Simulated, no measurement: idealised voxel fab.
process module | voxel air gaps
cross-section cut | 235 nm wide | cells 5 nm
A cross-section is a grid of square cells, given in bands from the top down. A band is one or more rows of cells.
Each band's line starts with the height of the band's top and of its bottom, in nm. Then come its materials from left to right, each with its width in nm. One material with "throughout" fills the band from edge to edge. "air" is empty space.
Height 0 is the level under which the wafer as received is all one material. The lowest band goes on downwards, as in "0 down".
A width such as "30 to 40" changes by the same amount from each row of cells to the next, from the band's top row to its bottom row.
"no change" after a step means that no cell of the cross-section changed.
closed voids: empty space of 8 cells or more with no open way to the top, each as width x height at its distance from the left edge, in nm
after a step's settings: what the simulator itself notes on the step
overlay nm, on a step with a mask: how far to the right of its planned place the mask lay; to the left if negative
plan
1 op RECEIVE | material Si
2 op CONFORMAL_DEP | material SiO2 | thk nm 15
3 op CONFORMAL_DEP | material SiCN | thk nm 5
4 op DIRECTIONAL_DEP | material SiO2 | thk nm 35
5 op MASKED_ETCH | tone open | mask id LINES | width nm 25 | pitch nm 50 | etch materials SiO2 | depth nm 35 | overlay nm 0
6 op CONFORMAL_DEP | material TiN | thk nm 5
7 op FILL_DEP | material W | thk nm 10
8 op CMP | height nm 55
9 op EPI | material Ru | thk nm 10
10 op SELECTIVE_ETCH | etch materials SiO2 | depth nm 45
11 op CONFORMAL_DEP | material SiCN | thk nm 5
first wafer, as planned
as received, after step 1
  0 down: Si throughout
  closed voids: none
after step 2
  15 to 0: SiO2 throughout
  below 0: unchanged
after step 3
  20 to 15: SiCN throughout
  below 15: unchanged
after step 4
  55 to 20: SiO2 throughout
  below 20: unchanged
after step 5
  55 to 20: SiO2 55 | air 25 | SiO2 25 | air 25 | SiO2 25 | air 25 | SiO2 55
  below 20: unchanged
after step 6
  60 to 55: TiN 60 | air 15 | TiN 35 | air 15 | TiN 35 | air 15 | TiN 60
  55 to 25: SiO2 55 | TiN 5 | air 15 | TiN 5 | SiO2 25 | TiN 5 | air 15 | TiN 5 | SiO2 25 | TiN 5 | air 15 | TiN 5 | SiO2 55
  25 to 20: SiO2 55 | TiN 25 | SiO2 25 | TiN 25 | SiO2 25 | TiN 25 | SiO2 55
  below 20: unchanged
after step 7
  70 to 60: W throughout
  60 to 55: TiN 60 | W 15 | TiN 35 | W 15 | TiN 35 | W 15 | TiN 60
  55 to 25: SiO2 55 | TiN 5 | W 15 | TiN 5 | SiO2 25 | TiN 5 | W 15 | TiN 5 | SiO2 25 | TiN 5 | W 15 | TiN 5 | SiO2 55
  below 25: unchanged
after step 8
  55 to 25: SiO2 55 | TiN 5 | W 15 | TiN 5 | SiO2 25 | TiN 5 | W 15 | TiN 5 | SiO2 25 | TiN 5 | W 15 | TiN 5 | SiO2 55
  below 25: unchanged
after step 9
  65 to 55: air 45 | Ru 45 | air 5 | Ru 45 | air 5 | Ru 45 | air 45
  below 55: unchanged
after step 10
  65 to 55: air 45 | Ru 45 | air 5 | Ru 45 | air 5 | Ru 45 | air 45
  55 to 25: air 55 | TiN 5 | W 15 | TiN 5 | air 25 | TiN 5 | W 15 | TiN 5 | air 25 | TiN 5 | W 15 | TiN 5 | air 55
  25 to 20: air 55 | TiN 25 | air 25 | TiN 25 | air 25 | TiN 25 | air 55
  below 20: unchanged
after step 11
  70 to 65: air 40 | SiCN 155 | air 40
  65 to 55: air 40 | SiCN 5 | Ru 45 | SiCN 5 | Ru 45 | SiCN 5 | Ru 45 | SiCN 5 | air 40
  55 to 50: air 40 | SiCN 15 | TiN 5 | W 15 | TiN 5 | SiCN 25 | TiN 5 | W 15 | TiN 5 | SiCN 25 | TiN 5 | W 15 | TiN 5 | SiCN 15 | air 40
  50 to 25: air 50 | SiCN 5 | TiN 5 | W 15 | TiN 5 | SiCN 5 | air 15 | SiCN 5 | TiN 5 | W 15 | TiN 5 | SiCN 5 | air 15 | SiCN 5 | TiN 5 | W 15 | TiN 5 | SiCN 5 | air 50
  25 to 20: SiCN 55 | TiN 25 | SiCN 25 | TiN 25 | SiCN 25 | TiN 25 | SiCN 55
  below 20: unchanged
  closed voids: 15 x 25 at 85; 15 x 25 at 135
second wafer: like start, like plan, one mistake. Through step 10 it matches the first wafer
when step 11 should have ended
  70 to 65: air 40 | W 155 | air 40
  65 to 55: air 40 | W 5 | Ru 45 | W 5 | Ru 45 | W 5 | Ru 45 | W 5 | air 40
  55 to 50: air 40 | W 15 | TiN 5 | W 15 | TiN 5 | W 25 | TiN 5 | W 15 | TiN 5 | W 25 | TiN 5 | W 15 | TiN 5 | W 15 | air 40
  50 to 25: air 50 | W 5 | TiN 5 | W 15 | TiN 5 | W 5 | air 15 | W 5 | TiN 5 | W 15 | TiN 5 | W 5 | air 15 | W 5 | TiN 5 | W 15 | TiN 5 | W 5 | air 50
  25 to 20: W 55 | TiN 25 | W 25 | TiN 25 | W 25 | TiN 25 | W 55
  below 20: unchanged
  closed voids: 15 x 25 at 85; 15 x 25 at 135
what went wrong: step 11 ran as: op CONFORMAL_DEP | material W | thk nm 5
at the end the second wafer has, in cells: 117 fewer of SiCN | 117 more of W
